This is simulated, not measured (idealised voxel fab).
The document below concerns the process module designated voxel wiring stack.
This is section cut - it's 215 nm across, gridded in 5 nm square cells.
Each cross-section below is a grid of square cells, stated as bands in top-down order, with one or more rows of cells making up each band.
Read a band's entry like this: the first values are the height of its top and the height of its bottom in nm, and what follows is the sequence of materials from left to right, each with its width in nm. Note that "air" is empty space, and that a single material marked "everywhere" reaches across the band from edge to edge.
Height 0 is the level under which the wafer as received is all one material. The lowest band goes on downwards, as in "0..down".
It should be noted that a width expressed as "30 to 40" varies in equal increments from row to row of cells within the band, taking the value of the first number at the top row and that of the second number at the bottom row.
Any step labelled "remained the same" changed none of the cells in the cross-section.
Under "Closed void register" you'll find the enclosed gaps, the ones with no way out to the top, that are 8 cells or bigger; each reads width x height at distance, with distance counted from the left edge, everything in nm.
after a step's settings: what the simulator itself notes on the step
overlay nm: right-of-plan distance of the mask on a masked step; negative values mean left-of-plan.

## These are the steps we planned for the process
| 1 | RECEIVE with material Si |
| 2 | CONFORMAL_DEP with material SiO2, thk nm 15 |
| 3 | DIRECTIONAL_DEP with material TiN, thk nm 5 |
| 4 | DIRECTIONAL_DEP with material W, thk nm 25 |
| 5 | MASKED_ETCH with tone cover, mask id METAL_1, width nm 25, pitch nm 50, etch materials W, depth nm 25, overlay nm 0 |
| 6 | MASKED_ETCH with tone cover, mask id METAL_1, width nm 25, pitch nm 50, etch materials TiN, depth nm 5, overlay nm 0 |
| 7 | CONFORMAL_DEP with material SiCN, thk nm 5 |
| 8 | FILL_DEP with material lowk, thk nm 10 |
| 9 | CMP with height nm 45 |
| 10 | CONFORMAL_DEP with material SiCN, thk nm 5 |
| 11 | DIRECTIONAL_DEP with material lowk, thk nm 10 |
| 12 | DIRECTIONAL_DEP with material aC, thk nm 15 |
| 13 | PATTERN with tone open, mask id PLUG_1, material resist, width nm 15, pitch nm 50, thk nm 35, overlay nm 0 |
| 14 | DIRECTIONAL_ETCH with etch materials aC, depth nm 15 |
| 15 | STRIP with etch materials resist |
| 16 | DIRECTIONAL_ETCH with etch materials lowk, depth nm 10 |
| 17 | DIRECTIONAL_ETCH with etch materials SiCN, depth nm 5 |
| 18 | STRIP with etch materials aC |
| 19 | CONFORMAL_DEP with material TiN, thk nm 5 |
| 20 | FILL_DEP with material W, thk nm 5 |
| 21 | CMP with height nm 60 |
| 22 | DIRECTIONAL_DEP with material TiN, thk nm 5 |
| 23 | DIRECTIONAL_DEP with material W, thk nm 15 |
| 24 | MASKED_ETCH with tone cover, mask id METAL_2, width nm 25, pitch nm 50, etch materials W, depth nm 15, overlay nm 0 |
| 25 | MASKED_ETCH with tone cover, mask id METAL_2, width nm 25, pitch nm 50, etch materials TiN, depth nm 5, overlay nm 0 |
| 26 | CONFORMAL_DEP with material SiN, thk nm 5 |
| 27 | FILL_DEP with material SiO2, thk nm 5 |
| 28 | CMP with height nm 80 |
| 29 | CONFORMAL_DEP with material SiCN, thk nm 5 |
| 30 | DIRECTIONAL_DEP with material SiO2, thk nm 25 |
| 31 | DIRECTIONAL_DEP with material aC, thk nm 15 |
| 32 | PATTERN with tone open, mask id METAL_3, material resist, width nm 25, pitch nm 50, thk nm 30, overlay nm 0 |
| 33 | DIRECTIONAL_ETCH with etch materials aC, depth nm 15 |
| 34 | STRIP with etch materials resist |
| 35 | DIRECTIONAL_ETCH with etch materials SiO2, depth nm 15 |
| 36 | STRIP with etch materials aC |
| 37 | PATTERN with tone open, mask id METAL_3_HOLES, material resist, width nm 15, thk nm 20, overlay nm 0 |
| 38 | DIRECTIONAL_ETCH with etch materials SiO2, depth nm 10 |
| 39 | DIRECTIONAL_ETCH with etch materials SiCN, depth nm 5 |
| 40 | STRIP with etch materials resist |
| 41 | CONFORMAL_DEP with material TiN, thk nm 5 |
| 42 | FILL_DEP with material Ru, thk nm 10 |
| 43 | CMP with height nm 110 |
| 44 | CONFORMAL_DEP with material SiN, thk nm 5 |

## As-received state of the wafer in cross-section, equivalent to post-step 1
- 0..down | Si everywhere
- Closed void register: none

## Final wafer profile in cross-section after the module, from the same start and plan as above, with one mistake made during processing
- 115..110 | SiN everywhere
- 110..100 | SiO2=70, then TiN=5, then Ru=15, then TiN=5, then SiO2=25, then TiN=5, then Ru=15, then TiN=5, then SiO2=70
- 100..95 | SiO2=70, then TiN=5, then Ru=5, then TiN=15, then SiO2=25, then TiN=25, then SiO2=70
- 95..85 | SiO2=70, then TiN=5, then Ru=5, then TiN=5, then SiO2=130
- 85..80 | SiCN=70, then TiN=15, then SiCN=130
- 80..65 | aC everywhere
- 65..60 | TiN everywhere
- 60..50 | lowk=70, then TiN=5, then W=5, then TiN=5, then lowk=35, then TiN=5, then W=5, then TiN=5, then lowk=80
- 50..45 | SiCN=70, then TiN=15, then SiCN=35, then TiN=15, then SiCN=80
- 45..20 | lowk=65, then SiCN=5, then W=25, then SiCN=5, then lowk=15, then SiCN=5, then W=25, then SiCN=5, then lowk=65
- 20..15 | SiCN=70, then TiN=25, then SiCN=25, then TiN=25, then SiCN=70
- 15..0 | SiO2 everywhere
- 0..down | Si everywhere
- Closed void register: none
Which mistake was made when the wafer was run? so step 23 ended up running with a different setting than we planned, it ran as DIRECTIONAL_DEP with material aC, thk nm 15
